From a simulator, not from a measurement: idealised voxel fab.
process module | voxel wiring stack
cross-section cut | 280 nm wide | cells 5 nm
A cross-section is a grid of square cells, given in bands from the top down. A band is one or more rows of cells.
Each band's line starts with the height of the band's top and of its bottom, in nm. Then come its materials from left to right, each with its width in nm. One material with "throughout" fills the band from edge to edge. "air" is empty space.
Height 0 is the level under which the wafer as received is all one material. The lowest band goes on downwards, as in "0 down".
A width such as "30 to 40" changes by the same amount from each row of cells to the next, from the band's top row to its bottom row.
"no change" after a step means that no cell of the cross-section changed.
closed voids: empty space of 8 cells or more with no open way to the top, each as width x height at its distance from the left edge, in nm
after a step's settings: what the simulator itself notes on the step
overlay nm, on a step with a mask: how far to the right of its planned place the mask lay; to the left if negative
plan
1 op RECEIVE | material Si
2 op CONFORMAL_DEP | material SiO2 | thk nm 10
3 op CONFORMAL_DEP | material SiN | thk nm 5
4 op DIRECTIONAL_DEP | material lowk | thk nm 15
5 op PATTERN | tone open | mask id METAL_1 | material resist | width nm 20 | pitch nm 35 | thk nm 15 | overlay nm 0
6 op DIRECTIONAL_ETCH | etch materials lowk | depth nm 15
7 op DIRECTIONAL_ETCH | etch materials SiN | depth nm 5
8 op STRIP | etch materials resist
9 op CONFORMAL_DEP | material TiN | thk nm 5
10 op FILL_DEP | material Ru | thk nm 5
11 op CMP | height nm 30
12 op CONFORMAL_DEP | material SiCN | thk nm 5
13 op DIRECTIONAL_DEP | material lowk | thk nm 30
14 op PATTERN | tone open | mask id METAL_2_HOLES | material resist | width nm 15 | pitch nm 35 | thk nm 20 | overlay nm 0
15 op DIRECTIONAL_ETCH | etch materials lowk | depth nm 30
16 op STRIP | etch materials resist
17 op DIRECTIONAL_DEP | material aC | thk nm 10
18 op PATTERN | tone open | mask id METAL_2 | material resist | width nm 20 | pitch nm 35 | thk nm 30 | overlay nm 0
19 op DIRECTIONAL_ETCH | etch materials aC | depth nm 10
20 op STRIP | etch materials resist
21 op DIRECTIONAL_ETCH | etch materials lowk | depth nm 20
22 op DIRECTIONAL_ETCH | etch materials SiCN | depth nm 5
23 op STRIP | etch materials aC
24 op CONFORMAL_DEP | material TiN | thk nm 5
25 op FILL_DEP | material Cu | thk nm 10
26 op CMP | height nm 65
27 op CONFORMAL_DEP | material SiCN | thk nm 5
28 op DIRECTIONAL_DEP | material SiO2 | thk nm 15
29 op MASKED_ETCH | tone open | mask id PLUG_2 | width nm 15 | pitch nm 35 | etch materials SiO2 | depth nm 15 | overlay nm 0
30 op MASKED_ETCH | tone open | mask id PLUG_2 | width nm 15 | pitch nm 35 | etch materials SiCN | depth nm 5 | overlay nm 0
31 op CONFORMAL_DEP | material TiN | thk nm 5
32 op FILL_DEP | material W | thk nm 5
33 op CMP | height nm 85
34 op CONFORMAL_DEP | material SiN | thk nm 5
35 op DIRECTIONAL_DEP | material SiO2 | thk nm 15
36 op MASKED_ETCH | tone open | mask id METAL_3 | width nm 20 | pitch nm 35 | etch materials SiO2 | depth nm 15 | overlay nm 0
37 op MASKED_ETCH | tone open | mask id METAL_3 | width nm 20 | pitch nm 35 | etch materials SiN | depth nm 5 | overlay nm 0
38 op CONFORMAL_DEP | material TiN | thk nm 5
39 op FILL_DEP | material Ru | thk nm 10
40 op CMP | height nm 105
41 op CONFORMAL_DEP | material SiCN | thk nm 5
42 op DIRECTIONAL_DEP | material lowk | thk nm 30
43 op MASKED_ETCH | tone open | mask id METAL_4 | width nm 20 | pitch nm 35 | etch materials lowk | depth nm 15 | overlay nm 0
44 op MASKED_ETCH | tone open | mask id METAL_4_HOLES | width nm 15 | pitch nm 70 | etch materials lowk | depth nm 15 | overlay nm 0
45 op MASKED_ETCH | tone open | mask id METAL_4_HOLES | width nm 15 | pitch nm 70 | etch materials SiCN | depth nm 5 | overlay nm 0
46 op CONFORMAL_DEP | material TiN | thk nm 5
47 op FILL_DEP | material Ru | thk nm 5
48 op CMP | height nm 140
49 op CONFORMAL_DEP | material SiN | thk nm 5
as received, after step 1
  0 down: Si throughout
  closed voids: none
a wafer at the end: this start, this plan, one mistake
  145 to 140: SiN throughout
  140 to 130: lowk 95 | TiN 5 | Ru 10 | TiN 5 | lowk 15 | TiN 5 | Ru 10 | TiN 5 | lowk 15 | TiN 5 | Ru 10 | TiN 5 | lowk 95
  130 to 125: lowk 95 | TiN 5 | Ru 5 | TiN 10 | lowk 15 | TiN 20 | lowk 15 | TiN 5 | Ru 5 | TiN 10 | lowk 95
  125 to 110: lowk 95 | TiN 5 | Ru 5 | TiN 5 | lowk 55 | TiN 5 | Ru 5 | TiN 5 | lowk 100
  110 to 105: SiCN 95 | TiN 15 | SiCN 55 | TiN 15 | SiCN 100
  105 to 90: SiO2 95 | TiN 5 | Ru 10 | TiN 5 | SiO2 15 | TiN 5 | Ru 10 | TiN 5 | SiO2 15 | TiN 5 | Ru 10 | TiN 5 | SiO2 95
  90 to 85: SiN 95 | TiN 20 | SiN 15 | TiN 20 | SiN 15 | TiN 20 | SiN 95
  85 to 70: SiO2 95 | TiN 5 | W 5 | TiN 5 | SiO2 20 | TiN 5 | W 5 | TiN 5 | SiO2 20 | TiN 5 | W 5 | TiN 5 | SiO2 100
  70 to 65: SiCN 95 | TiN 15 | SiCN 20 | TiN 15 | SiCN 20 | TiN 15 | SiCN 100
  65 to 50: lowk 95 | TiN 5 | Cu 10 | TiN 5 | lowk 15 | TiN 5 | Cu 10 | TiN 5 | lowk 15 | TiN 5 | Cu 10 | TiN 5 | lowk 95
  50 to 45: lowk 95 | TiN 5 | Cu 5 | TiN 10 | lowk 15 | TiN 5 | Cu 5 | TiN 10 | lowk 15 | TiN 5 | Cu 5 | TiN 10 | lowk 95
  45 to 35: lowk 95 | TiN 5 | Cu 5 | TiN 5 | lowk 20 | TiN 5 | Cu 5 | TiN 5 | lowk 20 | TiN 5 | Cu 5 | TiN 5 | lowk 100
  35 to 30: SiCN 95 | TiN 15 | SiCN 20 | TiN 15 | SiCN 20 | TiN 15 | SiCN 100
  30 to 15: lowk 100 | TiN 5 | Ru 5 | TiN 5 | lowk 20 | TiN 5 | Ru 5 | TiN 5 | lowk 20 | TiN 5 | Ru 5 | TiN 5 | lowk 95
  15 to 10: SiN 100 | TiN 15 | SiN 20 | TiN 15 | SiN 20 | TiN 15 | SiN 95
  10 to 0: SiO2 throughout
  0 down: Si throughout
  closed voids: none
what went wrong: step 5 ran as: op PATTERN | tone open | mask id METAL_1 | material resist | width nm 15 | pitch nm 35 | thk nm 15 | overlay nm 0
